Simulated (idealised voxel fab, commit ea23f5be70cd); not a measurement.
The name of this process module is voxel self aligned vias.
The cross-section on display is named cut; it measures 300 nm wide, and its cells are 5 nm squares.
How to read a cross-section here: the picture is a grid of square cells, written as bands going from the top down, and any band can span one or more rows of cells. Band: top height; bottom height; in nm. Then, left to right: material with width in nm, for each material. "edge to edge": a single material spanning edge to edge. "air": empty space. Beneath 0, the wafer as received is one material, and that level is where height counting begins. The lowest band goes on downward without a bottom; it is written like "0 and below". Top row gets the first number, bottom row gets the second, and each row in between changes by the same step: that is how a band width like "30->40" works. No cell of the cross-section changed in a step that is given as "everything unchanged". So "Enclosed void catalog" is basically the list of trapped voids: any empty space of 8 cells or more that can't reach the top through an opening. They're written width x height at distance, the distance being from the left edge, and it's all nm. Anything after a step's settings on that line? It's the simulator's own note about the step. overlay nm: mask right of planned place by this much (step with mask). Neg. = left.
-- Steps planned for the process
1. RECEIVE: material Si
2. CONFORMAL_DEP: material SiO2, thk nm 15
3. CONFORMAL_DEP: material SiCN, thk nm 5
4. DIRECTIONAL_DEP: material lowk, thk nm 20
5. DIRECTIONAL_DEP: material aC, thk nm 10
6. PATTERN: tone open, mask id LINES, material resist, width nm 20, pitch nm 60, thk nm 30, overlay nm 0
7. DIRECTIONAL_ETCH: etch materials aC, depth nm 10
8. STRIP: etch materials resist
9. DIRECTIONAL_ETCH: etch materials lowk, depth nm 20
10. STRIP: etch materials aC
11. CONFORMAL_DEP: material TiN, thk nm 5
12. FILL_DEP: material W, thk nm 5
13. CMP: height nm 40
14. SELECTIVE_ETCH: etch materials W Ru TiN, depth nm 10
15. FILL_DEP: material SiN, thk nm 10
16. CMP: height nm 40
17. DIRECTIONAL_DEP: material lowk, thk nm 15
18. PATTERN: tone open, mask id VIAS, material resist, width nm 40, pitch nm 60, thk nm 20, overlay nm 0
19. DIRECTIONAL_ETCH: etch materials lowk, depth nm 15
20. DIRECTIONAL_ETCH: etch materials SiN, depth nm 10
21. STRIP: etch materials resist
22. CONFORMAL_DEP: material TiN, thk nm 5
23. FILL_DEP: material W, thk nm 5
24. CMP: height nm 55
25. CONFORMAL_DEP: material SiN, thk nm 5
-- Cross-section, incoming material, after step 1
0 and below  Si edge to edge
Enclosed void catalog: none
-- Figure: cross-sectional view of the wafer upon completion of the module, processed from the initial state and according to the plan depicted above, with one error introduced during execution
60 down to 55  SiN edge to edge
55 down to 40  100 nm lowk / 5 nm TiN / 30 nm W / 5 nm TiN / 20 nm lowk / 5 nm TiN / 30 nm W / 5 nm TiN / 100 nm lowk
40 down to 35  100 nm lowk / 15 nm TiN / 10 nm W / 15 nm TiN / 20 nm lowk / 15 nm TiN / 10 nm W / 15 nm TiN / 100 nm lowk
35 down to 30  110 nm lowk / 20 nm TiN / 40 nm lowk / 20 nm TiN / 110 nm lowk
30 down to 25  110 nm lowk / 5 nm TiN / 10 nm W / 5 nm TiN / 40 nm lowk / 5 nm TiN / 10 nm W / 5 nm TiN / 110 nm lowk
25 down to 20  110 nm lowk / 20 nm TiN / 40 nm lowk / 20 nm TiN / 110 nm lowk
20 down to 15  SiCN edge to edge
15 down to 0  SiO2 edge to edge
0 and below  Si edge to edge
Enclosed void catalog: none
Processing error: off-plan run, step 19, actual operation and settings DIRECTIONAL_ETCH: etch materials lowk, depth nm 20
